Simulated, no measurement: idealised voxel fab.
Process module, titled voxel self aligned contacts
It is cross-section cut that appears here, measuring 240 nm in width, its square cells being 5 nm in size.
Square cells in a grid make up a cross-section in this document, and the grid is given as bands, listed from the top down, each one or more rows of cells.
A band entry consists of two parts. The first gives the height of the band's top and the height of its bottom, in nm. The rest lists the band's materials from left to right, each with its width in nm. A single material labelled with the word "full width" fills the band from edge to edge, and the word "air" marks empty space.
Height datum 0, below which the as-received substrate wafer is one material. Lowest band open at the bottom, running downward: "0 down".
Think of "30 to 40" as a width that walks from the first number to the second as you go down the band, top row to bottom row, taking equal-sized steps from row to row.
What does "no change occurred" mean for a step? It means no cell of the cross-section changed in that step.
The entry "Cavities, closed" lists the empty spaces that cover at least 8 cells and have no open path to the top. Each is written as width x height at distance, where the distance is measured from the left edge and all three values are in nm.
What comes after the settings on a step's line is commentary from the simulator itself on that step.
The optional step-line setting "overlay nm" applies to steps with a mask and quantifies how far to the right of its planned location the mask lay, a negative value indicating leftward placement.
**The following list gives the planned process steps**
| 1 | RECEIVE | material Si |
| 2 | OXIDIZE | depth nm 5 |
| 3 | DIRECTIONAL_DEP | material polySi | thk nm 20 |
| 4 | DIRECTIONAL_DEP | material SiN | thk nm 15 |
| 5 | PATTERN | tone cover | mask id GATE | material resist | width nm 30 | pitch nm 60 | thk nm 20 | overlay nm 0 |
| 6 | DIRECTIONAL_ETCH | etch materials SiN | depth nm 15 |
| 7 | DIRECTIONAL_ETCH | etch materials polySi | depth nm 20 |
| 8 | STRIP | etch materials resist |
| 9 | CONFORMAL_DEP | material SiN | thk nm 5 |
| 10 | DIRECTIONAL_ETCH | etch materials SiN | depth nm 5 |
| 11 | FILL_DEP | material SiO2 | thk nm 15 |
| 12 | CMP | height nm 40 |
| 13 | PATTERN | tone open | mask id CONTACT | material resist | width nm 40 | thk nm 15 | overlay nm 0 |
| 14 | DIRECTIONAL_ETCH | etch materials SiO2 | depth nm 45 |
| 15 | STRIP | etch materials resist |
| 16 | CONFORMAL_DEP | material TiN | thk nm 5 |
| 17 | FILL_DEP | material Ru | thk nm 5 |
| 18 | CMP | height nm 40 |
| 19 | CONFORMAL_DEP | material SiCN | thk nm 5 |
**Step 1 complete: cross-section of the wafer as received**
> 0 down | Si full width
> Cavities, closed: none
**This is how the wafer looks in cross-section once the module is done, given the starting state and plan above and one mistake in carrying the plan out**
> 45 to 40 | SiCN full width
> 40 to 35 | 100 of SiO2, then 15 of TiN, then 10 of Ru, then 15 of TiN, then 100 of SiO2
> 35 to 20 | 70 of SiO2, then 40 of SiN, then 5 of TiN, then 10 of Ru, then 5 of TiN, then 40 of SiN, then 70 of SiO2
> 20 to 5 | 70 of SiO2, then 5 of SiN, then 30 of polySi, then 5 of SiN, then 5 of TiN, then 10 of Ru, then 5 of TiN, then 5 of SiN, then 30 of polySi, then 5 of SiN, then 70 of SiO2
> 5 to 0 | 70 of SiO2, then 5 of SiN, then 30 of polySi, then 5 of SiN, then 20 of TiN, then 5 of SiN, then 30 of polySi, then 5 of SiN, then 70 of SiO2
> 0 down | Si full width
> Cavities, closed: none
So what did we get wrong on this run? step 2 of the plan was omitted and not executed
